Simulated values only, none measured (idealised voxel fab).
Documented hereafter: the process module known as voxel capacitor over wiring.
Each square cell in cross-section cut measures 5 nm, and the section as a whole is 160 nm wide.
Cross-section format: a grid of square cells, given as bands from top to bottom; each band is one or more rows of cells.
A band entry consists of two parts. The first gives the height of the band's top and the height of its bottom, in nm. The rest lists the band's materials from left to right, each with its width in nm. A single material labelled with the word "throughout" fills the band from edge to edge, and the word "empty" marks empty space.
For the purposes of this specification, 0 denotes the height below which the wafer in its as-received condition is composed wholly of one material, and the lowermost band, lacking a lower limit, extends downward without end, as expressed in "z 0 and below".
Note: "30->40" means the width goes from the first number (top row of the band) to the second number (bottom row) in equal steps per row of cells.
Take "stayed the same" at face value: in the step it is given for, the cross-section changed in none of its cells.
Enclosed internal voids: empty space of 8 cells or more with no open way to the top, each as width x height at its distance from the left edge, in nm
On a step's line, text after the settings is the simulator commenting on that step.
On any step carrying a mask, the "overlay nm" setting, if present on the step's line, tells how far right of its planned place the mask lay; negative values point to the left.

Process steps - plan:
1) RECEIVE (material Si)
2) CONFORMAL_DEP (material SiO2; thk nm 10)
3) CONFORMAL_DEP (material SiCN; thk nm 5)
4) DIRECTIONAL_DEP (material SiO2; thk nm 25)
5) MASKED_ETCH (tone open; mask id METAL_1; width nm 20; pitch nm 75; etch materials SiO2; depth nm 25; overlay nm 0)
6) MASKED_ETCH (tone open; mask id METAL_1; width nm 20; pitch nm 75; etch materials SiCN; depth nm 5; overlay nm 0)
7) CONFORMAL_DEP (material TiN; thk nm 5)
8) FILL_DEP (material Cu; thk nm 5)
9) CMP (height nm 40)
10) CONFORMAL_DEP (material SiCN; thk nm 5)
11) DIRECTIONAL_DEP (material lowk; thk nm 20)
12) DIRECTIONAL_DEP (material aC; thk nm 15)
13) PATTERN (tone open; mask id PLUG_1; material resist; width nm 15; thk nm 35; overlay nm 0)
14) DIRECTIONAL_ETCH (etch materials aC; depth nm 15)
15) STRIP (etch materials resist)
16) DIRECTIONAL_ETCH (etch materials lowk; depth nm 20)
17) DIRECTIONAL_ETCH (etch materials SiCN; depth nm 5)
18) STRIP (etch materials aC)
19) EPI (material Ru; thk nm 10)
20) EPI (material Ru; thk nm 10)
21) EPI (material Ru; thk nm 5)
22) DIRECTIONAL_DEP (material TiN; thk nm 10)
23) DIRECTIONAL_DEP (material Al2O3; thk nm 5)
24) DIRECTIONAL_DEP (material TiN; thk nm 5)
25) PATTERN (tone cover; mask id UPPER_PLATE; material resist; width nm 60; thk nm 15; overlay nm 0)
26) DIRECTIONAL_ETCH (etch materials TiN; depth nm 5)
27) DIRECTIONAL_ETCH (etch materials Al2O3; depth nm 5)
28) STRIP (etch materials resist)
29) PATTERN (tone cover; mask id LOWER_PLATE; material resist; width nm 70; thk nm 15; overlay nm 0)
30) DIRECTIONAL_ETCH (etch materials TiN; depth nm 10)
31) STRIP (etch materials resist)
32) FILL_DEP (material SiO2; thk nm 20)
33) CMP (height nm 100)
34) DIRECTIONAL_DEP (material aC; thk nm 15)
35) PATTERN (tone open; mask id PLUG_2; material resist; width nm 15; thk nm 30; overlay nm 0)
36) DIRECTIONAL_ETCH (etch materials aC; depth nm 15)
37) STRIP (etch materials resist)
38) DIRECTIONAL_ETCH (etch materials SiO2; depth nm 15)
39) STRIP (etch materials aC)
40) CONFORMAL_DEP (material TiN; thk nm 5)
41) FILL_DEP (material Cu; thk nm 5)
42) CMP (height nm 100)
43) CONFORMAL_DEP (material SiCN; thk nm 5)

Account of the first of two wafers, which was processed as intended:

As-received wafer cross-section (after step 1):
* z 0 and below: Si throughout
* Enclosed internal voids: none

State of the wafer after step 2, shown in cross-section:
* z 10 to 0: SiO2 throughout
* Heights below 0 show no change.

State of the wafer after step 3, shown in cross-section:
* z 15 to 10: SiCN throughout
* Heights below 10 show no change.

State of the wafer after step 4, shown in cross-section:
* z 40 to 15: SiO2 throughout
* Heights below 15 show no change.

State of the wafer after step 5, shown in cross-section:
* z 40 to 15: SiO2 (30); empty (20); SiO2 (55); empty (20); SiO2 (35)
* Heights below 15 show no change.

State of the wafer after step 6, shown in cross-section:
* z 40 to 15: SiO2 (30); empty (20); SiO2 (55); empty (20); SiO2 (35)
* z 15 to 10: SiCN (30); empty (20); SiCN (55); empty (20); SiCN (35)
* Heights below 10 show no change.

State of the wafer after step 7, shown in cross-section:
* z 45 to 40: TiN (35); empty (10); TiN (65); empty (10); TiN (40)
* z 40 to 15: SiO2 (30); TiN (5); empty (10); TiN (5); SiO2 (55); TiN (5); empty (10); TiN (5); SiO2 (35)
* z 15 to 10: SiCN (30); TiN (20); SiCN (55); TiN (20); SiCN (35)
* Heights below 10 show no change.

State of the wafer after step 8, shown in cross-section:
* z 50 to 45: Cu throughout
* z 45 to 40: TiN (35); Cu (10); TiN (65); Cu (10); TiN (40)
* z 40 to 15: SiO2 (30); TiN (5); Cu (10); TiN (5); SiO2 (55); TiN (5); Cu (10); TiN (5); SiO2 (35)
* Heights below 15 show no change.

State of the wafer after step 9, shown in cross-section:
* z 40 to 15: SiO2 (30); TiN (5); Cu (10); TiN (5); SiO2 (55); TiN (5); Cu (10); TiN (5); SiO2 (35)
* Heights below 15 show no change.

State of the wafer after step 10, shown in cross-section:
* z 45 to 40: SiCN throughout
* Heights below 40 show no change.

State of the wafer after step 11, shown in cross-section:
* z 65 to 45: lowk throughout
* Heights below 45 show no change.

State of the wafer after step 12, shown in cross-section:
* z 80 to 65: aC throughout
* Heights below 65 show no change.

State of the wafer after step 13, shown in cross-section:
* z 115 to 80: resist (35); empty (15); resist (110)
* Heights below 80 show no change.

State of the wafer after step 14, shown in cross-section:
* z 100 to 80: resist (35); empty (15); resist (110)
* z 80 to 65: aC (35); empty (15); aC (110)
* Heights below 65 show no change.

State of the wafer after step 15, shown in cross-section:
* z 80 to 65: aC (35); empty (15); aC (110)
* Heights below 65 show no change.

State of the wafer after step 16, shown in cross-section:
* z 80 to 65: aC (35); empty (15); aC (110)
* z 65 to 45: lowk (35); empty (15); lowk (110)
* Heights below 45 show no change.

State of the wafer after step 17, shown in cross-section:
* z 80 to 65: aC (35); empty (15); aC (110)
* z 65 to 45: lowk (35); empty (15); lowk (110)
* z 45 to 40: SiCN (35); empty (15); SiCN (110)
* Heights below 40 show no change.

State of the wafer after step 18, shown in cross-section:
* z 65 to 45: lowk (35); empty (15); lowk (110)
* Heights below 45 show no change.

State of the wafer after step 19, shown in cross-section:
* z 65 to 50: lowk (35); empty (15); lowk (110)
* z 50 to 45: lowk (35); Ru (15); lowk (110)
* z 45 to 40: SiCN (35); Ru (15); SiCN (110)
* Heights below 40 show no change.

State of the wafer after step 20, shown in cross-section:
* z 65 to 60: lowk (35); empty (15); lowk (110)
* z 60 to 45: lowk (35); Ru (15); lowk (110)
* Heights below 45 show no change.

State of the wafer after step 21, shown in cross-section:
* z 65 to 45: lowk (35); Ru (15); lowk (110)
* Heights below 45 show no change.

State of the wafer after step 22, shown in cross-section:
* z 75 to 65: TiN throughout
* Heights below 65 show no change.

State of the wafer after step 23, shown in cross-section:
* z 80 to 75: Al2O3 throughout
* Heights below 75 show no change.

State of the wafer after step 24, shown in cross-section:
* z 85 to 80: TiN throughout
* Heights below 80 show no change.

State of the wafer after step 25, shown in cross-section:
* z 100 to 85: empty (35); resist (60); empty (65)
* Heights below 85 show no change.

State of the wafer after step 26, shown in cross-section:
* z 100 to 85: empty (35); resist (60); empty (65)
* z 85 to 80: empty (35); TiN (60); empty (65)
* Heights below 80 show no change.

State of the wafer after step 27, shown in cross-section:
* z 100 to 85: empty (35); resist (60); empty (65)
* z 85 to 80: empty (35); TiN (60); empty (65)
* z 80 to 75: empty (35); Al2O3 (60); empty (65)
* Heights below 75 show no change.

State of the wafer after step 28, shown in cross-section:
* z 85 to 80: empty (35); TiN (60); empty (65)
* Heights below 80 show no change.

State of the wafer after step 29, shown in cross-section:
* z 100 to 85: empty (30); resist (70); empty (60)
* z 85 to 80: empty (30); resist (5); TiN (60); resist (5); empty (60)
* z 80 to 75: empty (30); resist (5); Al2O3 (60); resist (5); empty (60)
* Heights below 75 show no change.

State of the wafer after step 30, shown in cross-section:
* z 100 to 85: empty (30); resist (70); empty (60)
* z 85 to 80: empty (30); resist (5); TiN (60); resist (5); empty (60)
* z 80 to 75: empty (30); resist (5); Al2O3 (60); resist (5); empty (60)
* z 75 to 65: empty (30); TiN (70); empty (60)
* Heights below 65 show no change.

State of the wafer after step 31, shown in cross-section:
* z 85 to 80: empty (35); TiN (60); empty (65)
* z 80 to 75: empty (35); Al2O3 (60); empty (65)
* Heights below 75 show no change.

State of the wafer after step 32, shown in cross-section:
* z 105 to 85: SiO2 throughout
* z 85 to 80: SiO2 (35); TiN (60); SiO2 (65)
* z 80 to 75: SiO2 (35); Al2O3 (60); SiO2 (65)
* z 75 to 65: SiO2 (30); TiN (70); SiO2 (60)
* Heights below 65 show no change.

State of the wafer after step 33, shown in cross-section:
* z 100 to 85: SiO2 throughout
* Heights below 85 show no change.

State of the wafer after step 34, shown in cross-section:
* z 115 to 100: aC throughout
* Heights below 100 show no change.

State of the wafer after step 35, shown in cross-section:
* z 145 to 115: resist (45); empty (15); resist (100)
* Heights below 115 show no change.

State of the wafer after step 36, shown in cross-section:
* z 130 to 115: resist (45); empty (15); resist (100)
* z 115 to 100: aC (45); empty (15); aC (100)
* Heights below 100 show no change.

State of the wafer after step 37, shown in cross-section:
* z 115 to 100: aC (45); empty (15); aC (100)
* Heights below 100 show no change.

State of the wafer after step 38, shown in cross-section:
* z 115 to 100: aC (45); empty (15); aC (100)
* z 100 to 85: SiO2 (45); empty (15); SiO2 (100)
* Heights below 85 show no change.

State of the wafer after step 39, shown in cross-section:
* z 100 to 85: SiO2 (45); empty (15); SiO2 (100)
* Heights below 85 show no change.

State of the wafer after step 40, shown in cross-section:
* z 105 to 100: TiN (50); empty (5); TiN (105)
* z 100 to 90: SiO2 (45); TiN (5); empty (5); TiN (5); SiO2 (100)
* z 90 to 80: SiO2 (45->35); TiN (15->60); SiO2 (100->65)
* Heights below 80 show no change.

State of the wafer after step 41, shown in cross-section:
* z 110 to 105: Cu throughout
* z 105 to 100: TiN (50); Cu (5); TiN (105)
* z 100 to 90: SiO2 (45); TiN (5); Cu (5); TiN (5); SiO2 (100)
* Heights below 90 show no change.

State of the wafer after step 42, shown in cross-section:
* z 100 to 90: SiO2 (45); TiN (5); Cu (5); TiN (5); SiO2 (100)
* Heights below 90 show no change.

State of the wafer after step 43, shown in cross-section:
* z 105 to 100: SiCN throughout
* Heights below 100 show no change.

Second wafer: same start and same plan as the first, one execution error; identical to the first through step 22:

The second wafer cut through, at the time step 23 was supposed to be finished:
* z 80 to 75: Ru throughout
* Heights below 75 show no change.

The second wafer cut through, at the time step 24 was supposed to be finished:
* z 85 to 80: TiN throughout
* Heights below 80 show no change.

The second wafer cut through, at the time step 25 was supposed to be finished:
* z 100 to 85: empty (35); resist (60); empty (65)
* Heights below 85 show no change.

The second wafer cut through, at the time step 26 was supposed to be finished:
* z 100 to 85: empty (35); resist (60); empty (65)
* z 85 to 80: empty (35); TiN (60); empty (65)
* Heights below 80 show no change.

The second wafer cut through, at the time step 27 was supposed to be finished: stayed the same

The second wafer cut through, at the time step 28 was supposed to be finished:
* z 85 to 80: empty (35); TiN (60); empty (65)
* Heights below 80 show no change.

The second wafer cut through, at the time step 29 was supposed to be finished:
* z 100 to 85: empty (30); resist (70); empty (60)
* z 85 to 80: empty (30); resist (5); TiN (60); resist (5); empty (60)
* Heights below 80 show no change.

The second wafer cut through, at the time step 30 was supposed to be finished: stayed the same

The second wafer cut through, at the time step 31 was supposed to be finished:
* z 85 to 80: empty (35); TiN (60); empty (65)
* Heights below 80 show no change.

The second wafer cut through, at the time step 32 was supposed to be finished:
* z 105 to 85: SiO2 throughout
* z 85 to 80: SiO2 (35); TiN (60); SiO2 (65)
* Heights below 80 show no change.

The second wafer cut through, at the time step 33 was supposed to be finished:
* z 100 to 85: SiO2 throughout
* Heights below 85 show no change.

The second wafer cut through, at the time step 34 was supposed to be finished:
* z 115 to 100: aC throughout
* Heights below 100 show no change.

The second wafer cut through, at the time step 35 was supposed to be finished:
* z 145 to 115: resist (45); empty (15); resist (100)
* Heights below 115 show no change.

The second wafer cut through, at the time step 36 was supposed to be finished:
* z 130 to 115: resist (45); empty (15); resist (100)
* z 115 to 100: aC (45); empty (15); aC (100)
* Heights below 100 show no change.

The second wafer cut through, at the time step 37 was supposed to be finished:
* z 115 to 100: aC (45); empty (15); aC (100)
* Heights below 100 show no change.

The second wafer cut through, at the time step 38 was supposed to be finished:
* z 115 to 100: aC (45); empty (15); aC (100)
* z 100 to 85: SiO2 (45); empty (15); SiO2 (100)
* Heights below 85 show no change.

The second wafer cut through, at the time step 39 was supposed to be finished:
* z 100 to 85: SiO2 (45); empty (15); SiO2 (100)
* Heights below 85 show no change.

The second wafer cut through, at the time step 40 was supposed to be finished:
* z 105 to 100: TiN (50); empty (5); TiN (105)
* z 100 to 90: SiO2 (45); TiN (5); empty (5); TiN (5); SiO2 (100)
* z 90 to 80: SiO2 (45->35); TiN (15->60); SiO2 (100->65)
* Heights below 80 show no change.

The second wafer cut through, at the time step 41 was supposed to be finished:
* z 110 to 105: Cu throughout
* z 105 to 100: TiN (50); Cu (5); TiN (105)
* z 100 to 90: SiO2 (45); TiN (5); Cu (5); TiN (5); SiO2 (100)
* Heights below 90 show no change.

The second wafer cut through, at the time step 42 was supposed to be finished:
* z 100 to 90: SiO2 (45); TiN (5); Cu (5); TiN (5); SiO2 (100)
* Heights below 90 show no change.

The second wafer cut through, at the time step 43 was supposed to be finished:
* z 105 to 100: SiCN throughout
* Heights below 100 show no change.
what went wrong: for step 23, the planned setting was not used; the step was instead run as DIRECTIONAL_DEP (material Ru; thk nm 5)
The final cell counts differ between the wafers, with the second having more or fewer of some materials than the first: Al2O3 -12 | Ru +32 | SiO2 -56 | TiN +36
